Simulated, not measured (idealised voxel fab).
Title: Process Module voxel self aligned vias
Displayed cross-section: cut, width of 280 nm, square cells sized 5 nm.
Just so we're on the same page, the cross-sections are grids of square cells, and they're listed out in bands top to bottom, each band one or more rows deep.
Heights first: top, then bottom, in nm. Then materials, left to right, each with a width in nm. "everywhere" on a single material: fills the band edge to edge. "blank": empty space.
Height datum 0, below which the as-received substrate wafer is one material. Lowest band open at the bottom, running downward: "0 and below".
It should be noted that a width expressed as "30->40" varies in equal increments from row to row of cells within the band, taking the value of the first number at the top row and that of the second number at the bottom row.
Where a step carries "all unchanged", the cross-section came out of it unchanged, cell for cell.
This entry, "Encapsulated voids", enumerates those empty regions of no fewer than 8 cells that possess no open connection to the top. Each region is reported in the form width x height at distance, the distance being taken from the left edge, with all three quantities expressed in nm.
Note: text after step settings on the step line = simulator remark on that step.
Steps that use a mask can have "overlay nm" on their line. It says how far the mask sat to the right of where it was meant to be. Negative means to the left.

Listed below are the process steps as planned
1 RECEIVE [material Si]
2 CONFORMAL_DEP [material SiO2] [thk nm 10]
3 CONFORMAL_DEP [material SiCN] [thk nm 5]
4 DIRECTIONAL_DEP [material lowk] [thk nm 25]
5 DIRECTIONAL_DEP [material aC] [thk nm 15]
6 PATTERN [tone open] [mask id LINES] [material resist] [width nm 30] [pitch nm 75] [thk nm 30] [overlay nm 0]
7 DIRECTIONAL_ETCH [etch materials aC] [depth nm 15]
8 STRIP [etch materials resist]
9 DIRECTIONAL_ETCH [etch materials lowk] [depth nm 25]
10 STRIP [etch materials aC]
11 CONFORMAL_DEP [material TiN] [thk nm 5]
12 FILL_DEP [material W] [thk nm 5]
13 CMP [height nm 40]
14 SELECTIVE_ETCH [etch materials W Ru TiN] [depth nm 5]
15 FILL_DEP [material SiN] [thk nm 10]
16 CMP [height nm 40]
17 DIRECTIONAL_DEP [material lowk] [thk nm 15]
18 DIRECTIONAL_DEP [material aC] [thk nm 15]
19 PATTERN [tone open] [mask id VIAS] [material resist] [width nm 50] [thk nm 30] [overlay nm 0]
20 DIRECTIONAL_ETCH [etch materials aC] [depth nm 15]
21 STRIP [etch materials resist]
22 DIRECTIONAL_ETCH [etch materials lowk] [depth nm 15]
23 DIRECTIONAL_ETCH [etch materials SiN] [depth nm 5]
24 STRIP [etch materials aC]
25 CONFORMAL_DEP [material TiN] [thk nm 5]
26 FILL_DEP [material Ru] [thk nm 5]
27 CMP [height nm 55]
28 CONFORMAL_DEP [material SiCN] [thk nm 5]

Received-state cross-section, reflecting completion of step 1
	0 and below: Si everywhere
	Encapsulated voids: none

Cross-section, end of module. Start: as above. Plan: as above. Execution: one mistake
	60 down to 55: SiCN everywhere
	55 down to 40: 75 nm lowk | 5 nm TiN | 40 nm Ru | 5 nm TiN | 155 nm lowk
	40 down to 35: 75 nm lowk | 50 nm TiN | 35 nm lowk | 30 nm SiN | 90 nm lowk
	35 down to 25: 75 nm lowk | 15 nm TiN | 20 nm W | 15 nm TiN | 35 nm lowk | 5 nm TiN | 20 nm W | 5 nm TiN | 90 nm lowk
	25 down to 20: 85 nm lowk | 5 nm TiN | 20 nm W | 5 nm TiN | 45 nm lowk | 5 nm TiN | 20 nm W | 5 nm TiN | 90 nm lowk
	20 down to 15: 85 nm lowk | 30 nm TiN | 45 nm lowk | 30 nm TiN | 90 nm lowk
	15 down to 10: SiCN everywhere
	10 down to 0: SiO2 everywhere
	0 and below: Si everywhere
	Encapsulated voids: none
Want to know what went wrong? step 22 in the plan was executed twice
